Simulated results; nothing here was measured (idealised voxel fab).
process module | voxel gate over fins
cross-section cut | 295 nm wide | cells 5 nm
A cross-section is a grid of square cells, given in bands from the top down. A band is one or more rows of cells.
Each band's line starts with the height of the band's top and of its bottom, in nm. Then come its materials from left to right, each with its width in nm. One material with "throughout" fills the band from edge to edge. "air" is empty space.
Height 0 is the level under which the wafer as received is all one material. The lowest band goes on downwards, as in "0 down".
A width such as "30 to 40" changes by the same amount from each row of cells to the next, from the band's top row to its bottom row.
"no change" after a step means that no cell of the cross-section changed.
closed voids: empty space of 8 cells or more with no open way to the top, each as width x height at its distance from the left edge, in nm
after a step's settings: what the simulator itself notes on the step
overlay nm, on a step with a mask: how far to the right of its planned place the mask lay; to the left if negative
plan
1 op RECEIVE | material Si
2 op CONFORMAL_DEP | material SiN | thk nm 10
3 op MASKED_ETCH | tone cover | mask id FINS | width nm 15 | pitch nm 55 | etch materials SiN | depth nm 10 | overlay nm 0
4 op MASKED_ETCH | tone cover | mask id FINS | width nm 15 | pitch nm 55 | etch materials Si | depth nm 35 | overlay nm 0
5 op FILL_DEP | material SiO2 | thk nm 10
6 op CMP | height nm 10
7 op PATTERN | tone open | mask id RAIL | material resist | width nm 15 | thk nm 15 | overlay nm 0
8 op DIRECTIONAL_ETCH | etch materials SiO2 | depth nm 40
9 op STRIP | etch materials resist
10 op CONFORMAL_DEP | material TiN | thk nm 5
11 op FILL_DEP | material Ru | thk nm 5
12 op CMP | height nm 10
13 op SELECTIVE_ETCH | etch materials W Ru TiN | depth nm 30
14 op FILL_DEP | material SiO2 | thk nm 5
15 op CMP | height nm 10
16 op SELECTIVE_ETCH | etch materials SiO2 | depth nm 25
17 op STRIP | etch materials SiN
18 op CONFORMAL_DEP | material HfO2 | thk nm 5
19 op CONFORMAL_DEP | material TiN | thk nm 5
20 op FILL_DEP | material W | thk nm 10
21 op CMP | height nm 15
22 op CONFORMAL_DEP | material SiCN | thk nm 10
as received, after step 1
  0 down: Si throughout
  closed voids: none
first wafer at the end, as planned
  25 to 15: SiCN throughout
  15 to 10: W throughout
  10 to 5: W 100 | TiN 35 | W 20 | TiN 35 | W 105
  5 to 0: W 100 | TiN 5 | HfO2 25 | TiN 5 | W 20 | TiN 5 | HfO2 25 | TiN 5 | W 105
  0 to -5: W 100 | TiN 5 | HfO2 5 | Si 15 | HfO2 5 | TiN 5 | W 20 | TiN 5 | HfO2 5 | Si 15 | HfO2 5 | TiN 5 | W 105
  -5 to -10: TiN 105 | HfO2 5 | Si 15 | HfO2 5 | TiN 30 | HfO2 5 | Si 15 | HfO2 5 | TiN 110
  -10 to -15: HfO2 110 | Si 15 | HfO2 40 | Si 15 | HfO2 115
  -15 to -20: SiO2 110 | Si 15 | SiO2 40 | Si 15 | SiO2 115
  -20 to -25: SiO2 110 | Si 15 | SiO2 10 | TiN 5 | Ru 5 | TiN 5 | SiO2 15 | Si 15 | SiO2 115
  -25 to -30: SiO2 110 | Si 15 | SiO2 10 | TiN 15 | SiO2 15 | Si 15 | SiO2 115
  -30 to -35: SiO2 110 | Si 15 | SiO2 40 | Si 15 | SiO2 115
  -35 down: Si throughout
  closed voids: none
second wafer at the end: like start, like plan, one mistake
  25 to 15: SiCN throughout
  15 to 10: W throughout
  10 to 5: W 100 | HfO2 35 | W 20 | HfO2 35 | W 105
  5 to 0: W 100 | HfO2 5 | TiN 25 | HfO2 5 | W 20 | HfO2 5 | TiN 25 | HfO2 5 | W 105
  0 to -5: W 100 | HfO2 5 | TiN 5 | Si 15 | TiN 5 | HfO2 5 | W 20 | HfO2 5 | TiN 5 | Si 15 | TiN 5 | HfO2 5 | W 105
  -5 to -10: HfO2 105 | TiN 5 | Si 15 | TiN 5 | HfO2 30 | TiN 5 | Si 15 | TiN 5 | HfO2 110
  -10 to -15: TiN 110 | Si 15 | TiN 40 | Si 15 | TiN 115
  -15 to -20: SiO2 110 | Si 15 | SiO2 40 | Si 15 | SiO2 115
  -20 to -25: SiO2 110 | Si 15 | SiO2 10 | TiN 5 | Ru 5 | TiN 5 | SiO2 15 | Si 15 | SiO2 115
  -25 to -30: SiO2 110 | Si 15 | SiO2 10 | TiN 15 | SiO2 15 | Si 15 | SiO2 115
  -30 to -35: SiO2 110 | Si 15 | SiO2 40 | Si 15 | SiO2 115
  -35 down: Si throughout
  closed voids: none
what went wrong: steps 18 and 19 were swapped
at the end the second wafer has, in cells: as many of each material as the first, in other places
